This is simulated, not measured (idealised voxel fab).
Process module name: voxel plated lines
Cross-sectional view cut (width: 230 nm; square cell size: 5 nm).
A cross-section is written here as square cells arranged in a grid, and it is given in bands from the top down, each band taking up one or more rows of cells. Each band's line starts with the height of the band's top and of its bottom, in nm. Then come its materials from left to right, each with its width in nm. One material with "edge to edge" fills the band from edge to edge. "blank" is empty space. Heights are expressed relative to 0, this being the level below which the as-received wafer comprises one material exclusively. The lowest band is unbounded in the downward direction and is denoted as in "0 -> down". The width entry "30->40" should be interpreted row by row: the top row of cells in the band takes the first number, the bottom row takes the second number, and the change between adjacent rows is uniform throughout. The designation "remained the same", where it is given for a processing step, indicates that no cell of the cross-section was altered in the course of that step. Closed empty spaces (no open way to the top) of 8 cells or more are what "Voids lacking openings" lists, each as width x height at distance from the left edge, nm for all three. Step line, after settings: the simulator's comment on this step. The line of a step may include "overlay nm". On a step with a mask, this value is how far to the right of its planned place the mask lay. A negative value means the mask lay to the left.

-- Process steps (planned)
1,op RECEIVE | material Si
2,op CONFORMAL_DEP | material SiN | thk nm 15
3,op DIRECTIONAL_DEP | material TiN | thk nm 5
4,op PATTERN | tone open | mask id LINES | material resist | width nm 15 | pitch nm 35 | thk nm 20 | overlay nm 0
5,op EPI | material Ru | thk nm 5
6,op STRIP | etch materials resist
7,op DIRECTIONAL_ETCH | etch materials TiN | depth nm 5
8,op CONFORMAL_DEP | material SiN | thk nm 10
All wafers enter the flow in the same state. The thk nm at step 3 differs from wafer to wafer, and the plan gives the value for the first wafer.

-- Received wafers, first of several: cross-section after step 1
* 0 -> down | Si edge to edge
* Voids lacking openings: none

-- Below is a per-wafer table. In it, each row describes the wafer at the end of the module by giving, for each material, the number of cells gained (+) or lost (-) since the wafer was received, and after that the closed voids of the wafer
thk nm 5 | +12 Ru | +262 SiN | +12 TiN | Voids lacking openings: none
thk nm 10 | +12 Ru | +262 SiN | +58 TiN | Voids lacking openings: none
thk nm 15 | +12 Ru | +262 SiN | +104 TiN | Voids lacking openings: none
thk nm 20 | +12 Ru | +262 SiN | +150 TiN | Voids lacking openings: none
